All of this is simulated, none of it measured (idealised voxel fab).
Module name: voxel transistor to metal (process module)
The cross-section shown here is cut; it is 270 nm wide and divided into square cells measuring 5 nm on a side.
Cross-sections here: square-cell grids, written as top-down lists of bands, a band being one or more rows of cells.
Heads up on the band format: heights come first, top then bottom, in nm. After that it's the materials left to right, each with its width in nm. A single material flagged "full width" fills the whole band edge to edge, and "air" means there's empty space there.
Counting heights begins at 0, where everything beneath is, in the wafer as received, one material. The lowest band has no bottom; it goes on downwards, as "0 -> down" shows.
Width: "30..40" (first number = top row, second number = bottom row, same change from row to row of cells).
"all unchanged" (step): cross-section cells unchanged, all of them.
The label "Closed-off voids" introduces a list of the empty spaces, 8 cells or larger, that have no open way up to the top; each entry in it reads width x height at distance, where the distance is taken from the left edge and all three are stated in nm.
Past the settings on a step's line: simulator remark, on that step.
The optional step-line setting "overlay nm" applies to steps with a mask and quantifies how far to the right of its planned location the mask lay, a negative value indicating leftward placement.

The process steps that were planned are listed below:
1 RECEIVE,material Si
2 CONFORMAL_DEP,material SiO2,thk nm 5
3 CONFORMAL_DEP,material SiN,thk nm 15
4 DIRECTIONAL_DEP,material aC,thk nm 15
5 PATTERN,tone cover,mask id ACTIVE,material resist,width nm 95,pitch nm 135,thk nm 30,overlay nm 0
6 DIRECTIONAL_ETCH,etch materials aC,depth nm 15
7 STRIP,etch materials resist
8 DIRECTIONAL_ETCH,etch materials SiN,depth nm 15
9 DIRECTIONAL_ETCH,etch materials SiO2,depth nm 5
10 DIRECTIONAL_ETCH,etch materials Si,depth nm 25
11 STRIP,etch materials aC
12 OXIDIZE,depth nm 5
13 FILL_DEP,material SiO2,thk nm 5
14 CMP,height nm 20
15 SELECTIVE_ETCH,etch materials SiO2,depth nm 5
16 STRIP,etch materials SiN
17 SELECTIVE_ETCH,etch materials SiO2,depth nm 5
18 OXIDIZE,depth nm 5
19 DIRECTIONAL_DEP,material polySi,thk nm 20
20 DIRECTIONAL_DEP,material SiCN,thk nm 10
21 MASKED_ETCH,tone cover,mask id GATE,width nm 25,pitch nm 135,etch materials SiCN,depth nm 20,overlay nm 0
22 MASKED_ETCH,tone cover,mask id GATE,width nm 25,pitch nm 135,etch materials polySi,depth nm 30,overlay nm 0
23 CONFORMAL_DEP,material SiN,thk nm 5
24 DIRECTIONAL_ETCH,etch materials SiN,depth nm 5
25 DIRECTIONAL_ETCH,etch materials SiO2,depth nm 5
26 DIRECTIONAL_ETCH,etch materials Si,depth nm 10
27 EPI,material pSi,thk nm 15
28 FILL_DEP,material SiO2,thk nm 10
29 CMP,height nm 30
30 DIRECTIONAL_DEP,material SiO2,thk nm 10
31 PATTERN,tone open,mask id CONTACT,material resist,width nm 25,thk nm 20,overlay nm 0
32 DIRECTIONAL_ETCH,etch materials SiO2,depth nm 40
33 STRIP,etch materials resist
34 CONFORMAL_DEP,material TiN,thk nm 5
35 FILL_DEP,material Ru,thk nm 5
36 CMP,height nm 40
37 CONFORMAL_DEP,material SiN,thk nm 5
38 DIRECTIONAL_DEP,material lowk,thk nm 25
39 PATTERN,tone open,mask id METAL_1,material resist,width nm 15,thk nm 20,overlay nm 0
40 DIRECTIONAL_ETCH,etch materials lowk,depth nm 25
41 DIRECTIONAL_ETCH,etch materials SiN,depth nm 5
42 STRIP,etch materials resist
43 CONFORMAL_DEP,material TiN,thk nm 5
44 FILL_DEP,material Ru,thk nm 5
45 CMP,height nm 70
46 CONFORMAL_DEP,material SiCN,thk nm 5
Among the wafers covered here, the point of difference is the width nm at step 5; their starting state is shared, and the plan presents the value of the first wafer.

As-received state after step 1, first of several wafers, cross-section:
0 -> down = Si full width
Closed-off voids: none

First of several wafers in cross-section at module end, following the final step, step 46:
75 -> 70 = SiCN full width
70 -> 45 = 25 nm lowk, then 5 nm TiN, then 5 nm Ru, then 5 nm TiN, then 55 nm lowk, then 5 nm TiN, then 5 nm Ru, then 5 nm TiN, then 50 nm lowk, then 5 nm TiN, then 5 nm Ru, then 5 nm TiN, then 55 nm lowk, then 5 nm TiN, then 5 nm Ru, then 5 nm TiN, then 25 nm lowk
45 -> 40 = 25 nm SiN, then 15 nm TiN, then 55 nm SiN, then 15 nm TiN, then 50 nm SiN, then 15 nm TiN, then 55 nm SiN, then 15 nm TiN, then 25 nm SiN
40 -> 30 = 25 nm SiO2, then 5 nm TiN, then 15 nm Ru, then 5 nm TiN, then 35 nm SiO2, then 5 nm TiN, then 15 nm Ru, then 5 nm TiN, then 50 nm SiO2, then 5 nm TiN, then 15 nm Ru, then 5 nm TiN, then 35 nm SiO2, then 5 nm TiN, then 15 nm Ru, then 5 nm TiN, then 25 nm SiO2
30 -> 20 = 25 nm SiO2, then 5 nm TiN, then 15 nm Ru, then 5 nm TiN, then 5 nm SiN, then 25 nm SiCN, then 5 nm SiN, then 5 nm TiN, then 15 nm Ru, then 5 nm TiN, then 50 nm SiO2, then 5 nm TiN, then 15 nm Ru, then 5 nm TiN, then 5 nm SiN, then 25 nm SiCN, then 5 nm SiN, then 5 nm TiN, then 15 nm Ru, then 5 nm TiN, then 25 nm SiO2
20 -> 15 = 25 nm SiO2, then 5 nm TiN, then 15 nm Ru, then 5 nm TiN, then 5 nm SiN, then 25 nm polySi, then 5 nm SiN, then 5 nm TiN, then 15 nm Ru, then 5 nm TiN, then 50 nm SiO2, then 5 nm TiN, then 15 nm Ru, then 5 nm TiN, then 5 nm SiN, then 25 nm polySi, then 5 nm SiN, then 5 nm TiN, then 15 nm Ru, then 5 nm TiN, then 25 nm SiO2
15 -> 10 = 25 nm SiO2, then 25 nm TiN, then 5 nm SiN, then 25 nm polySi, then 5 nm SiN, then 25 nm TiN, then 50 nm SiO2, then 25 nm TiN, then 5 nm SiN, then 25 nm polySi, then 5 nm SiN, then 25 nm TiN, then 25 nm SiO2
10 -> 0 = 15 nm SiO2, then 5 nm SiN, then 5 nm SiO2, then 10 nm TiN, then 15 nm pSi, then 5 nm SiN, then 25 nm polySi, then 5 nm SiN, then 15 nm pSi, then 10 nm TiN, then 5 nm SiO2, then 5 nm SiN, then 30 nm SiO2, then 5 nm SiN, then 5 nm SiO2, then 10 nm TiN, then 15 nm pSi, then 5 nm SiN, then 25 nm polySi, then 5 nm SiN, then 15 nm pSi, then 10 nm TiN, then 5 nm SiO2, then 5 nm SiN, then 15 nm SiO2
0 -> -5 = 20 nm SiO2, then 30 nm pSi, then 35 nm SiO2, then 30 nm pSi, then 40 nm SiO2, then 30 nm pSi, then 35 nm SiO2, then 30 nm pSi, then 20 nm SiO2
-5 -> -15 = 25 nm SiO2, then 25 nm pSi, then 35 nm Si, then 25 nm pSi, then 50 nm SiO2, then 25 nm pSi, then 35 nm Si, then 25 nm pSi, then 25 nm SiO2
-15 -> -30 = 25 nm SiO2, then 85 nm Si, then 50 nm SiO2, then 85 nm Si, then 25 nm SiO2
-30 -> down = Si full width
Closed-off voids: none

Cross-section of the last wafer at end of module:
75 -> 70 = SiCN full width
70 -> 45 = 25 nm lowk, then 5 nm TiN, then 5 nm Ru, then 5 nm TiN, then 55 nm lowk, then 5 nm TiN, then 5 nm Ru, then 5 nm TiN, then 50 nm lowk, then 5 nm TiN, then 5 nm Ru, then 5 nm TiN, then 55 nm lowk, then 5 nm TiN, then 5 nm Ru, then 5 nm TiN, then 25 nm lowk
45 -> 40 = 25 nm SiN, then 15 nm TiN, then 55 nm SiN, then 15 nm TiN, then 50 nm SiN, then 15 nm TiN, then 55 nm SiN, then 15 nm TiN, then 25 nm SiN
40 -> 30 = 25 nm SiO2, then 5 nm TiN, then 15 nm Ru, then 5 nm TiN, then 35 nm SiO2, then 5 nm TiN, then 15 nm Ru, then 5 nm TiN, then 50 nm SiO2, then 5 nm TiN, then 15 nm Ru, then 5 nm TiN, then 35 nm SiO2, then 5 nm TiN, then 15 nm Ru, then 5 nm TiN, then 25 nm SiO2
30 -> 20 = 25 nm SiO2, then 5 nm TiN, then 15 nm Ru, then 5 nm TiN, then 5 nm SiN, then 25 nm SiCN, then 5 nm SiN, then 5 nm TiN, then 15 nm Ru, then 5 nm TiN, then 50 nm SiO2, then 5 nm TiN, then 15 nm Ru, then 5 nm TiN, then 5 nm SiN, then 25 nm SiCN, then 5 nm SiN, then 5 nm TiN, then 15 nm Ru, then 5 nm TiN, then 25 nm SiO2
20 -> 15 = 25 nm SiO2, then 5 nm TiN, then 15 nm Ru, then 5 nm TiN, then 5 nm SiN, then 25 nm polySi, then 5 nm SiN, then 5 nm TiN, then 15 nm Ru, then 5 nm TiN, then 50 nm SiO2, then 5 nm TiN, then 15 nm Ru, then 5 nm TiN, then 5 nm SiN, then 25 nm polySi, then 5 nm SiN, then 5 nm TiN, then 15 nm Ru, then 5 nm TiN, then 25 nm SiO2
15 -> 10 = 25 nm SiO2, then 25 nm TiN, then 5 nm SiN, then 25 nm polySi, then 5 nm SiN, then 25 nm TiN, then 50 nm SiO2, then 25 nm TiN, then 5 nm SiN, then 25 nm polySi, then 5 nm SiN, then 25 nm TiN, then 25 nm SiO2
10 -> 0 = 10 nm SiO2, then 5 nm SiN, then 10 nm SiO2, then 10 nm TiN, then 15 nm pSi, then 5 nm SiN, then 25 nm polySi, then 5 nm SiN, then 15 nm pSi, then 10 nm TiN, then 10 nm SiO2, then 5 nm SiN, then 20 nm SiO2, then 5 nm SiN, then 10 nm SiO2, then 10 nm TiN, then 15 nm pSi, then 5 nm SiN, then 25 nm polySi, then 5 nm SiN, then 15 nm pSi, then 10 nm TiN, then 10 nm SiO2, then 5 nm SiN, then 10 nm SiO2
0 -> -5 = 15 nm SiO2, then 35 nm pSi, then 35 nm SiO2, then 35 nm pSi, then 30 nm SiO2, then 35 nm pSi, then 35 nm SiO2, then 35 nm pSi, then 15 nm SiO2
-5 -> -15 = 20 nm SiO2, then 30 nm pSi, then 35 nm Si, then 30 nm pSi, then 40 nm SiO2, then 30 nm pSi, then 35 nm Si, then 30 nm pSi, then 20 nm SiO2
-15 -> -30 = 20 nm SiO2, then 95 nm Si, then 40 nm SiO2, then 95 nm Si, then 20 nm SiO2
-30 -> down = Si full width
Closed-off voids: none

The following table contains a row per wafer, in which are reported, at the conclusion of the module, the cells of each material gained (+) or lost (-) since the wafer's receipt, with its closed voids given thereafter:
width nm 95 | +80 Ru | -194 Si | +74 SiCN | +74 SiN | +310 SiO2 | +128 TiN | +210 lowk | +88 pSi | +40 polySi | Closed-off voids: none
width nm 100 | +80 Ru | -188 Si | +74 SiCN | +74 SiN | +298 SiO2 | +128 TiN | +210 lowk | +94 pSi | +40 polySi | Closed-off voids: none
width nm 105 | +80 Ru | -182 Si | +74 SiCN | +74 SiN | +286 SiO2 | +128 TiN | +210 lowk | +100 pSi | +40 polySi | Closed-off voids: none
